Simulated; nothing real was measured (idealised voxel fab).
Module name: voxel self aligned contacts (process module)
Square cell edge 5 nm, section width 260 nm, ID cut.
Notation: cross-section as square-cell grid; stated in bands, top first, going down; one or more cell rows per band. Top, bottom (nm), then materials left to right with widths (nm); lone material tagged "everywhere" fills the whole band edge to edge; "air" = empty space. We count height from 0. Below that, the starting wafer is all one material. The lowest band never ends at the bottom but goes on down; see "0 nm and below" for how that is written. The width entry "30..40" should be interpreted row by row: the top row of cells in the band takes the first number, the bottom row takes the second number, and the change between adjacent rows is uniform throughout. "nothing changed", as given for a step, is the statement that not any cell of the cross-section underwent a change during that step. "Enclosed internal cavities" enumerates empty spaces isolated from the top, with no open way to it, that contain at least 8 cells, giving each as width x height at distance from the left edge, all three in nm. Formally, on a step line, whatever follows the settings is a remark that the simulator itself makes on the step. "overlay nm" denotes, for a step that has a mask, the displacement of the mask to the right of its planned place, with negative values corresponding to the left.

The steps planned for the process are as follows
1: RECEIVE | material Si
2: OXIDIZE | depth nm 5
3: DIRECTIONAL_DEP | material polySi | thk nm 30
4: DIRECTIONAL_DEP | material SiN | thk nm 15
5: MASKED_ETCH | tone cover | mask id GATE | width nm 25 | pitch nm 60 | etch materials SiN | depth nm 15 | overlay nm 0
6: MASKED_ETCH | tone cover | mask id GATE | width nm 25 | pitch nm 60 | etch materials polySi | depth nm 30 | overlay nm -15
7: CONFORMAL_DEP | material SiN | thk nm 5
8: DIRECTIONAL_ETCH | etch materials SiN | depth nm 5
9: FILL_DEP | material SiO2 | thk nm 20
10: CMP | height nm 55
11: MASKED_ETCH | tone open | mask id CONTACT | width nm 45 | etch materials SiO2 | depth nm 60 | overlay nm 0
12: CONFORMAL_DEP | material TiN | thk nm 5
13: FILL_DEP | material W | thk nm 10
14: CMP | height nm 55
15: CONFORMAL_DEP | material SiN | thk nm 5
The plan's step 6 overlay nm is the first wafer's value; the wafers differ in this setting and start identical.

Cross-section of the first incoming wafer of several, state after step 1
    0 nm and below: Si everywhere
    Enclosed internal cavities: none

Each row below is a wafer at the end of the module, listing for every material the number of cells it has gained (+) or lost (-) since it was received, followed by its closed voids
overlay nm -15; -52 Si; +118 SiN; +415 SiO2; +31 TiN; +16 W; +96 polySi; Enclosed internal cavities: none
overlay nm -10; -52 Si; +118 SiN; +420 SiO2; +31 TiN; +23 W; +84 polySi; Enclosed internal cavities: none
overlay nm -5; -52 Si; +118 SiN; +425 SiO2; +31 TiN; +30 W; +72 polySi; Enclosed internal cavities: none
overlay nm 0; -52 Si; +118 SiN; +430 SiO2; +31 TiN; +37 W; +60 polySi; Enclosed internal cavities: none
overlay nm 5; -52 Si; +118 SiN; +425 SiO2; +31 TiN; +30 W; +72 polySi; Enclosed internal cavities: none
overlay nm 10; -52 Si; +118 SiN; +420 SiO2; +31 TiN; +23 W; +84 polySi; Enclosed internal cavities: none
overlay nm 15; -52 Si; +118 SiN; +415 SiO2; +31 TiN; +16 W; +96 polySi; Enclosed internal cavities: none
